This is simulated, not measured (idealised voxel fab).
process module | voxel fin reveal
cross-section cut | 270 nm wide | cells 5 nm
A cross-section is a grid of square cells, given in bands from the top down. A band is one or more rows of cells.
Each band's line starts with the height of the band's top and of its bottom, in nm. Then come its materials from left to right, each with its width in nm. One material with "throughout" fills the band from edge to edge. "air" is empty space.
Height 0 is the level under which the wafer as received is all one material. The lowest band goes on downwards, as in "0 down".
A width such as "30 to 40" changes by the same amount from each row of cells to the next, from the band's top row to its bottom row.
"no change" after a step means that no cell of the cross-section changed.
closed voids: empty space of 8 cells or more with no open way to the top, each as width x height at its distance from the left edge, in nm
after a step's settings: what the simulator itself notes on the step
overlay nm, on a step with a mask: how far to the right of its planned place the mask lay; to the left if negative
Each pair below shows a cross-section before one step and the cross-section after it, down to the lowest band that changed. The line under each pair gives the step between them, with its settings. The pairs can come from different runs of this module on the same starting wafer, so a pair continues from the pair above only where its "before" says so.
before
  0 down: Si throughout
  closed voids: none
after
  5 to 0: SiN throughout
  below 0: unchanged
  closed voids: none
the step between: op CONFORMAL_DEP | material SiN | thk nm 5
before: the cross-section after the pair above
after
  25 to 5: air 80 | resist 15 | air 30 | resist 15 | air 30 | resist 15 | air 85
  below 5: unchanged
  closed voids: none
the step between: op PATTERN | tone cover | mask id FINS | material resist | width nm 15 | pitch nm 45 | thk nm 20 | overlay nm 0
before: the cross-section after the pair above
after
  25 to 5: air 80 | resist 15 | air 30 | resist 15 | air 30 | resist 15 | air 85
  5 to 0: air 80 | SiN 15 | air 30 | SiN 15 | air 30 | SiN 15 | air 85
  below 0: unchanged
  closed voids: none
the step between: op DIRECTIONAL_ETCH | etch materials SiN | depth nm 5
before: the cross-section after the pair above
after
  25 to 5: air 80 | resist 15 | air 30 | resist 15 | air 30 | resist 15 | air 85
  5 to 0: air 80 | SiN 15 | air 30 | SiN 15 | air 30 | SiN 15 | air 85
  0 to -30: air 80 | Si 15 | air 30 | Si 15 | air 30 | Si 15 | air 85
  below -30: unchanged
  closed voids: none
the step between: op DIRECTIONAL_ETCH | etch materials Si | depth nm 30
before: the cross-section after the pair above
after
  5 to 0: air 80 | SiN 15 | air 30 | SiN 15 | air 30 | SiN 15 | air 85
  below 0: unchanged
  closed voids: none
the step between: op STRIP | etch materials resist
before: the cross-section after the pair above
after
  20 to 5: SiO2 throughout
  5 to 0: SiO2 80 | SiN 15 | SiO2 30 | SiN 15 | SiO2 30 | SiN 15 | SiO2 85
  0 to -30: SiO2 80 | Si 15 | SiO2 30 | Si 15 | SiO2 30 | Si 15 | SiO2 85
  below -30: unchanged
  closed voids: none
the step between: op FILL_DEP | material SiO2 | thk nm 15
before: the cross-section after the pair above
after
  5 to 0: SiO2 80 | SiN 15 | SiO2 30 | SiN 15 | SiO2 30 | SiN 15 | SiO2 85
  below 0: unchanged
  closed voids: none
the step between: op CMP | height nm 5
before: the cross-section after the pair above
after
  5 to 0: air 80 | SiN 15 | air 30 | SiN 15 | air 30 | SiN 15 | air 85
  0 to -10: air 80 | Si 15 | air 30 | Si 15 | air 30 | Si 15 | air 85
  below -10: unchanged
  closed voids: none
the step between: op SELECTIVE_ETCH | etch materials SiO2 | depth nm 15
before: the cross-section after the pair above
after
  0 to -10: air 80 | Si 15 | air 30 | Si 15 | air 30 | Si 15 | air 85
  below -10: unchanged
  closed voids: none
the step between: op STRIP | etch materials SiN
before: the cross-section after the pair above
after
  5 to 0: air 75 | HfO2 25 | air 20 | HfO2 25 | air 20 | HfO2 25 | air 80
  0 to -5: air 75 | HfO2 5 | Si 15 | HfO2 5 | air 20 | HfO2 5 | Si 15 | HfO2 5 | air 20 | HfO2 5 | Si 15 | HfO2 5 | air 80
  -5 to -10: HfO2 80 | Si 15 | HfO2 30 | Si 15 | HfO2 30 | Si 15 | HfO2 85
  below -10: unchanged
  closed voids: none
the step between: op CONFORMAL_DEP | material HfO2 | thk nm 5
before
  5 to 0: air 80 | SiN 15 | air 30 | SiN 15 | air 30 | SiN 15 | air 85
  0 to -10: air 80 | Si 15 | air 30 | Si 15 | air 30 | Si 15 | air 85
  -10 to -30: SiO2 80 | Si 15 | SiO2 30 | Si 15 | SiO2 30 | Si 15 | SiO2 85
  -30 down: Si throughout
  closed voids: none
after
  5 to 0: air 80 | SiN 15 | air 30 | SiN 15 | air 30 | SiN 15 | air 85
  0 to -25: air 80 | Si 15 | air 30 | Si 15 | air 30 | Si 15 | air 85
  below -25: unchanged
  closed voids: none
the step between: op SELECTIVE_ETCH | etch materials SiO2 | depth nm 15
before: the cross-section after the pair above
after
  0 to -25: air 80 | Si 15 | air 30 | Si 15 | air 30 | Si 15 | air 85
  below -25: unchanged
  closed voids: none
the step between: op STRIP | etch materials SiN
before: the cross-section after the pair above
after
  5 to 0: air 75 | HfO2 25 | air 20 | HfO2 25 | air 20 | HfO2 25 | air 80
  0 to -20: air 75 | HfO2 5 | Si 15 | HfO2 5 | air 20 | HfO2 5 | Si 15 | HfO2 5 | air 20 | HfO2 5 | Si 15 | HfO2 5 | air 80
  -20 to -25: HfO2 80 | Si 15 | HfO2 30 | Si 15 | HfO2 30 | Si 15 | HfO2 85
  below -25: unchanged
  closed voids: none
the step between: op CONFORMAL_DEP | material HfO2 | thk nm 5
before
  5 to 0: SiO2 80 | SiN 15 | SiO2 30 | SiN 15 | SiO2 30 | SiN 15 | SiO2 85
  0 to -30: SiO2 80 | Si 15 | SiO2 30 | Si 15 | SiO2 30 | Si 15 | SiO2 85
  -30 down: Si throughout
  closed voids: none
after
  5 to 0: SiO2 80 | air 15 | SiO2 30 | air 15 | SiO2 30 | air 15 | SiO2 85
  below 0: unchanged
  closed voids: none
the step between: op STRIP | etch materials SiN
before: the cross-section after the pair above
after
  0 to -10: air 80 | Si 15 | air 30 | Si 15 | air 30 | Si 15 | air 85
  -10 to -15: SiO2 65 | air 15 | Si 15 | air 30 | Si 15 | air 30 | Si 15 | air 15 | SiO2 70
  below -15: unchanged
  closed voids: none
the step between: op SELECTIVE_ETCH | etch materials SiO2 | depth nm 15
before: the cross-section after the pair above
after
  5 to 0: air 75 | HfO2 25 | air 20 | HfO2 25 | air 20 | HfO2 25 | air 80
  0 to -5: air 75 | HfO2 5 | Si 15 | HfO2 5 | air 20 | HfO2 5 | Si 15 | HfO2 5 | air 20 | HfO2 5 | Si 15 | HfO2 5 | air 80
  -5 to -10: HfO2 70 | air 5 | HfO2 5 | Si 15 | HfO2 5 | air 20 | HfO2 5 | Si 15 | HfO2 5 | air 20 | HfO2 5 | Si 15 | HfO2 5 | air 5 | HfO2 75
  -10 to -15: SiO2 65 | HfO2 15 | Si 15 | HfO2 30 | Si 15 | HfO2 30 | Si 15 | HfO2 15 | SiO2 70
  below -15: unchanged
  closed voids: none
the step between: op CONFORMAL_DEP | material HfO2 | thk nm 5
before
  25 to 5: air 80 | resist 15 | air 30 | resist 15 | air 30 | resist 15 | air 85
  5 to 0: air 80 | SiN 15 | air 30 | SiN 15 | air 30 | SiN 15 | air 85
  0 down: Si throughout
  closed voids: none
after
  25 to 5: air 80 | resist 15 | air 30 | resist 15 | air 30 | resist 15 | air 85
  5 to 0: air 80 | SiN 15 | air 30 | SiN 15 | air 30 | SiN 15 | air 85
  0 to -20: air 80 | Si 15 | air 30 | Si 15 | air 30 | Si 15 | air 85
  below -20: unchanged
  closed voids: none
the step between: op DIRECTIONAL_ETCH | etch materials Si | depth nm 20
before: the cross-section after the pair above
after
  5 to 0: air 80 | SiN 15 | air 30 | SiN 15 | air 30 | SiN 15 | air 85
  below 0: unchanged
  closed voids: none
the step between: op STRIP | etch materials resist
before: the cross-section after the pair above
after
  20 to 5: SiO2 throughout
  5 to 0: SiO2 80 | SiN 15 | SiO2 30 | SiN 15 | SiO2 30 | SiN 15 | SiO2 85
  0 to -20: SiO2 80 | Si 15 | SiO2 30 | Si 15 | SiO2 30 | Si 15 | SiO2 85
  below -20: unchanged
  closed voids: none
the step between: op FILL_DEP | material SiO2 | thk nm 15
before: the cross-section after the pair above
after
  5 to 0: SiO2 80 | SiN 15 | SiO2 30 | SiN 15 | SiO2 30 | SiN 15 | SiO2 85
  below 0: unchanged
  closed voids: none
the step between: op CMP | height nm 5
before: the cross-section after the pair above
after
  5 to 0: air 80 | SiN 15 | air 30 | SiN 15 | air 30 | SiN 15 | air 85
  0 to -10: air 80 | Si 15 | air 30 | Si 15 | air 30 | Si 15 | air 85
  below -10: unchanged
  closed voids: none
the step between: op SELECTIVE_ETCH | etch materials SiO2 | depth nm 15
before: the cross-section after the pair above
after
  0 to -10: air 80 | Si 15 | air 30 | Si 15 | air 30 | Si 15 | air 85
  below -10: unchanged
  closed voids: none
the step between: op STRIP | etch materials SiN
before: the cross-section after the pair above
after
  5 to 0: air 75 | HfO2 25 | air 20 | HfO2 25 | air 20 | HfO2 25 | air 80
  0 to -5: air 75 | HfO2 5 | Si 15 | HfO2 5 | air 20 | HfO2 5 | Si 15 | HfO2 5 | air 20 | HfO2 5 | Si 15 | HfO2 5 | air 80
  -5 to -10: HfO2 80 | Si 15 | HfO2 30 | Si 15 | HfO2 30 | Si 15 | HfO2 85
  below -10: unchanged
  closed voids: none
the step between: op CONFORMAL_DEP | material HfO2 | thk nm 5
before
  5 to 0: SiN throughout
  0 down: Si throughout
  closed voids: none
after
  25 to 5: air 75 | resist 25 | air 20 | resist 25 | air 20 | resist 25 | air 80
  below 5: unchanged
  closed voids: none
the step between: op PATTERN | tone cover | mask id FINS | material resist | width nm 25 | pitch nm 45 | thk nm 20 | overlay nm 0
before: the cross-section after the pair above
after
  25 to 5: air 75 | resist 25 | air 20 | resist 25 | air 20 | resist 25 | air 80
  5 to 0: air 75 | SiN 25 | air 20 | SiN 25 | air 20 | SiN 25 | air 80
  below 0: unchanged
  closed voids: none
the step between: op DIRECTIONAL_ETCH | etch materials SiN | depth nm 5
before: the cross-section after the pair above
after
  25 to 5: air 75 | resist 25 | air 20 | resist 25 | air 20 | resist 25 | air 80
  5 to 0: air 75 | SiN 25 | air 20 | SiN 25 | air 20 | SiN 25 | air 80
  0 to -30: air 75 | Si 25 | air 20 | Si 25 | air 20 | Si 25 | air 80
  below -30: unchanged
  closed voids: none
the step between: op DIRECTIONAL_ETCH | etch materials Si | depth nm 30
before: the cross-section after the pair above
after
  5 to 0: air 75 | SiN 25 | air 20 | SiN 25 | air 20 | SiN 25 | air 80
  below 0: unchanged
  closed voids: none
the step between: op STRIP | etch materials resist
before: the cross-section after the pair above
after
  20 to 5: SiO2 throughout
  5 to 0: SiO2 75 | SiN 25 | SiO2 20 | SiN 25 | SiO2 20 | SiN 25 | SiO2 80
  0 to -30: SiO2 75 | Si 25 | SiO2 20 | Si 25 | SiO2 20 | Si 25 | SiO2 80
  below -30: unchanged
  closed voids: none
the step between: op FILL_DEP | material SiO2 | thk nm 15
before: the cross-section after the pair above
after
  5 to 0: SiO2 75 | SiN 25 | SiO2 20 | SiN 25 | SiO2 20 | SiN 25 | SiO2 80
  below 0: unchanged
  closed voids: none
the step between: op CMP | height nm 5
before: the cross-section after the pair above
after
  5 to 0: air 75 | SiN 25 | air 20 | SiN 25 | air 20 | SiN 25 | air 80
  0 to -10: air 75 | Si 25 | air 20 | Si 25 | air 20 | Si 25 | air 80
  below -10: unchanged
  closed voids: none
the step between: op SELECTIVE_ETCH | etch materials SiO2 | depth nm 15
before: the cross-section after the pair above
after
  0 to -10: air 75 | Si 25 | air 20 | Si 25 | air 20 | Si 25 | air 80
  below -10: unchanged
  closed voids: none
the step between: op STRIP | etch materials SiN
before: the cross-section after the pair above
after
  5 to 0: air 70 | HfO2 35 | air 10 | HfO2 35 | air 10 | HfO2 35 | air 75
  0 to -5: air 70 | HfO2 5 | Si 25 | HfO2 5 | air 10 | HfO2 5 | Si 25 | HfO2 5 | air 10 | HfO2 5 | Si 25 | HfO2 5 | air 75
  -5 to -10: HfO2 75 | Si 25 | HfO2 20 | Si 25 | HfO2 20 | Si 25 | HfO2 80
  below -10: unchanged
  closed voids: none
the step between: op CONFORMAL_DEP | material HfO2 | thk nm 5
before
  5 to 0: SiN throughout
  0 down: Si throughout
  closed voids: none
after
  25 to 5: air 85 | resist 15 | air 30 | resist 15 | air 30 | resist 15 | air 80
  below 5: unchanged
  closed voids: none
the step between: op PATTERN | tone cover | mask id FINS | material resist | width nm 15 | pitch nm 45 | thk nm 20 | overlay nm 5
before: the cross-section after the pair above
after
  25 to 5: air 85 | resist 15 | air 30 | resist 15 | air 30 | resist 15 | air 80
  5 to 0: air 85 | SiN 15 | air 30 | SiN 15 | air 30 | SiN 15 | air 80
  below 0: unchanged
  closed voids: none
the step between: op DIRECTIONAL_ETCH | etch materials SiN | depth nm 5
before: the cross-section after the pair above
after
  25 to 5: air 85 | resist 15 | air 30 | resist 15 | air 30 | resist 15 | air 80
  5 to 0: air 85 | SiN 15 | air 30 | SiN 15 | air 30 | SiN 15 | air 80
  0 to -30: air 85 | Si 15 | air 30 | Si 15 | air 30 | Si 15 | air 80
  below -30: unchanged
  closed voids: none
the step between: op DIRECTIONAL_ETCH | etch materials Si | depth nm 30
before: the cross-section after the pair above
after
  5 to 0: air 85 | SiN 15 | air 30 | SiN 15 | air 30 | SiN 15 | air 80
  below 0: unchanged
  closed voids: none
the step between: op STRIP | etch materials resist
before: the cross-section after the pair above
after
  20 to 5: SiO2 throughout
  5 to 0: SiO2 85 | SiN 15 | SiO2 30 | SiN 15 | SiO2 30 | SiN 15 | SiO2 80
  0 to -30: SiO2 85 | Si 15 | SiO2 30 | Si 15 | SiO2 30 | Si 15 | SiO2 80
  below -30: unchanged
  closed voids: none
the step between: op FILL_DEP | material SiO2 | thk nm 15
before: the cross-section after the pair above
after
  5 to 0: SiO2 85 | SiN 15 | SiO2 30 | SiN 15 | SiO2 30 | SiN 15 | SiO2 80
  below 0: unchanged
  closed voids: none
the step between: op CMP | height nm 5
before: the cross-section after the pair above
after
  5 to 0: air 85 | SiN 15 | air 30 | SiN 15 | air 30 | SiN 15 | air 80
  0 to -10: air 85 | Si 15 | air 30 | Si 15 | air 30 | Si 15 | air 80
  below -10: unchanged
  closed voids: none
the step between: op SELECTIVE_ETCH | etch materials SiO2 | depth nm 15
before: the cross-section after the pair above
after
  0 to -10: air 85 | Si 15 | air 30 | Si 15 | air 30 | Si 15 | air 80
  below -10: unchanged
  closed voids: none
the step between: op STRIP | etch materials SiN
before: the cross-section after the pair above
after
  5 to 0: air 80 | HfO2 25 | air 20 | HfO2 25 | air 20 | HfO2 25 | air 75
  0 to -5: air 80 | HfO2 5 | Si 15 | HfO2 5 | air 20 | HfO2 5 | Si 15 | HfO2 5 | air 20 | HfO2 5 | Si 15 | HfO2 5 | air 75
  -5 to -10: HfO2 85 | Si 15 | HfO2 30 | Si 15 | HfO2 30 | Si 15 | HfO2 80
  below -10: unchanged
  closed voids: none
the step between: op CONFORMAL_DEP | material HfO2 | thk nm 5
before
  5 to 0: air 80 | SiN 15 | air 30 | SiN 15 | air 30 | SiN 15 | air 85
  0 to -10: air 80 | Si 15 | air 30 | Si 15 | air 30 | Si 15 | air 85
  -10 to -30: SiO2 80 | Si 15 | SiO2 30 | Si 15 | SiO2 30 | Si 15 | SiO2 85
  -30 down: Si throughout
  closed voids: none
after
  5 to 0: air 80 | SiN 15 | air 30 | SiN 15 | air 30 | SiN 15 | air 85
  0 to -30: air 80 | Si 15 | air 30 | Si 15 | air 30 | Si 15 | air 85
  below -30: unchanged
  closed voids: none
the step between: op STRIP | etch materials SiO2
before: the cross-section after the pair above
after
  10 to 5: air 75 | HfO2 25 | air 20 | HfO2 25 | air 20 | HfO2 25 | air 80
  5 to 0: air 75 | HfO2 5 | SiN 15 | HfO2 5 | air 20 | HfO2 5 | SiN 15 | HfO2 5 | air 20 | HfO2 5 | SiN 15 | HfO2 5 | air 80
  0 to -25: air 75 | HfO2 5 | Si 15 | HfO2 5 | air 20 | HfO2 5 | Si 15 | HfO2 5 | air 20 | HfO2 5 | Si 15 | HfO2 5 | air 80
  -25 to -30: HfO2 80 | Si 15 | HfO2 30 | Si 15 | HfO2 30 | Si 15 | HfO2 85
  below -30: unchanged
  closed voids: none
the step between: op CONFORMAL_DEP | material HfO2 | thk nm 5
before
  5 to 0: SiN throughout
  0 down: Si throughout
  closed voids: none
after
  25 to 5: resist 80 | air 15 | resist 30 | air 15 | resist 30 | air 15 | resist 85
  below 5: unchanged
  closed voids: none
the step between: op PATTERN | tone open | mask id FINS | material resist | width nm 15 | pitch nm 45 | thk nm 20 | overlay nm 0
before: the cross-section after the pair above
after
  25 to 5: resist 80 | air 15 | resist 30 | air 15 | resist 30 | air 15 | resist 85
  5 to 0: SiN 80 | air 15 | SiN 30 | air 15 | SiN 30 | air 15 | SiN 85
  below 0: unchanged
  closed voids: none
the step between: op DIRECTIONAL_ETCH | etch materials SiN | depth nm 5
before: the cross-section after the pair above
after
  25 to 5: resist 80 | air 15 | resist 30 | air 15 | resist 30 | air 15 | resist 85
  5 to 0: SiN 80 | air 15 | SiN 30 | air 15 | SiN 30 | air 15 | SiN 85
  0 to -30: Si 80 | air 15 | Si 30 | air 15 | Si 30 | air 15 | Si 85
  below -30: unchanged
  closed voids: none
the step between: op DIRECTIONAL_ETCH | etch materials Si | depth nm 30
before: the cross-section after the pair above
after
  5 to 0: SiN 80 | air 15 | SiN 30 | air 15 | SiN 30 | air 15 | SiN 85
  below 0: unchanged
  closed voids: none
the step between: op STRIP | etch materials resist
before: the cross-section after the pair above
after
  20 to 5: SiO2 throughout
  5 to 0: SiN 80 | SiO2 15 | SiN 30 | SiO2 15 | SiN 30 | SiO2 15 | SiN 85
  0 to -30: Si 80 | SiO2 15 | Si 30 | SiO2 15 | Si 30 | SiO2 15 | Si 85
  below -30: unchanged
  closed voids: none
the step between: op FILL_DEP | material SiO2 | thk nm 15
before: the cross-section after the pair above
after
  5 to 0: SiN 80 | SiO2 15 | SiN 30 | SiO2 15 | SiN 30 | SiO2 15 | SiN 85
  below 0: unchanged
  closed voids: none
the step between: op CMP | height nm 5
before: the cross-section after the pair above
after
  5 to 0: SiN 80 | air 15 | SiN 30 | air 15 | SiN 30 | air 15 | SiN 85
  0 to -10: Si 80 | air 15 | Si 30 | air 15 | Si 30 | air 15 | Si 85
  below -10: unchanged
  closed voids: none
the step between: op SELECTIVE_ETCH | etch materials SiO2 | depth nm 15
before: the cross-section after the pair above
after
  0 to -10: Si 80 | air 15 | Si 30 | air 15 | Si 30 | air 15 | Si 85
  below -10: unchanged
  closed voids: none
the step between: op STRIP | etch materials SiN
before: the cross-section after the pair above
after
  5 to 0: HfO2 85 | air 5 | HfO2 40 | air 5 | HfO2 40 | air 5 | HfO2 90
  0 to -5: Si 80 | HfO2 5 | air 5 | HfO2 5 | Si 30 | HfO2 5 | air 5 | HfO2 5 | Si 30 | HfO2 5 | air 5 | HfO2 5 | Si 85
  -5 to -10: Si 80 | HfO2 15 | Si 30 | HfO2 15 | Si 30 | HfO2 15 | Si 85
  below -10: unchanged
  closed voids: none
the step between: op CONFORMAL_DEP | material HfO2 | thk nm 5
